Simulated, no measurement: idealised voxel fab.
A process module follows: voxel fin reveal.
Xsec cut, 250 nm wide, square cell size 5 nm.
Format of a cross-section: grid, square cells. Given as bands. Order: top down. Band: one or more rows of cells. Heights first: top, then bottom, in nm. Then materials, left to right, each with a width in nm. "edge to edge" on a single material: fills the band edge to edge. "empty": empty space. A quick word on heights: they are counted from 0, and under that level the wafer as it came to us is one material throughout. The lowest band is different from the rest in having no bottom; it simply continues downward, written as in "from 0 down". Top row gets the first number, bottom row gets the second, and each row in between changes by the same step: that is how a band width like "30->40" works. "nothing changed" (step): cross-section cells unchanged, all of them. Look at "Closed void catalog" for the closed voids: empty spaces with no open path to the top, sized 8 cells or up. Each is width x height at distance, distance from the left edge, all nm. after a step's settings: what the simulator itself notes on the step. overlay nm: mask right of planned place by this much (step with mask). Neg. = left.
Here's what the planned process steps look like:
| 1 | RECEIVE [material Si] |
| 2 | CONFORMAL_DEP [material SiN] [thk nm 5] |
| 3 | PATTERN [tone cover] [mask id FINS] [material resist] [width nm 15] [pitch nm 45] [thk nm 20] [overlay nm 0] |
| 4 | DIRECTIONAL_ETCH [etch materials SiN] [depth nm 5] |
| 5 | DIRECTIONAL_ETCH [etch materials Si] [depth nm 35] |
| 6 | STRIP [etch materials resist] |
| 7 | FILL_DEP [material SiO2] [thk nm 5] |
| 8 | CMP [height nm 5] |
| 9 | SELECTIVE_ETCH [etch materials SiO2] [depth nm 15] |
| 10 | STRIP [etch materials SiN] |
| 11 | CONFORMAL_DEP [material HfO2] [thk nm 5] |
Cross-section of the incoming wafer, state after step 1:
* from 0 down | Si edge to edge
* Closed void catalog: none
First of two wafers at the end of the module, shown in cross-section; run carried out as planned:
* from 5 to 0 | empty (45)  HfO2 (25)  empty (20)  HfO2 (25)  empty (20)  HfO2 (25)  empty (20)  HfO2 (25)  empty (45)
* from 0 to -5 | empty (45)  HfO2 (5)  Si (15)  HfO2 (5)  empty (20)  HfO2 (5)  Si (15)  HfO2 (5)  empty (20)  HfO2 (5)  Si (15)  HfO2 (5)  empty (20)  HfO2 (5)  Si (15)  HfO2 (5)  empty (45)
* from -5 to -10 | HfO2 (50)  Si (15)  HfO2 (30)  Si (15)  HfO2 (30)  Si (15)  HfO2 (30)  Si (15)  HfO2 (50)
* from -10 to -35 | SiO2 (50)  Si (15)  SiO2 (30)  Si (15)  SiO2 (30)  Si (15)  SiO2 (30)  Si (15)  SiO2 (50)
* from -35 down | Si edge to edge
* Closed void catalog: none
Second wafer cross-section at end of module - shared start and plan with the first, one mistake in the run:
* from 5 to 0 | empty (45)  SiO2 (25)  empty (20)  SiO2 (25)  empty (20)  SiO2 (25)  empty (20)  SiO2 (25)  empty (45)
* from 0 to -5 | empty (45)  SiO2 (5)  Si (15)  SiO2 (5)  empty (20)  SiO2 (5)  Si (15)  SiO2 (5)  empty (20)  SiO2 (5)  Si (15)  SiO2 (5)  empty (20)  SiO2 (5)  Si (15)  SiO2 (5)  empty (45)
* from -5 to -35 | SiO2 (50)  Si (15)  SiO2 (30)  Si (15)  SiO2 (30)  Si (15)  SiO2 (30)  Si (15)  SiO2 (50)
* from -35 down | Si edge to edge
* Closed void catalog: none
Diagnosis: step 11 off recipe, ran as CONFORMAL_DEP [material SiO2] [thk nm 5]
Upon completion, the second wafer contains, in terms of cells, a greater or smaller amount of certain materials than the first wafer: HfO2 -66, SiO2 +66
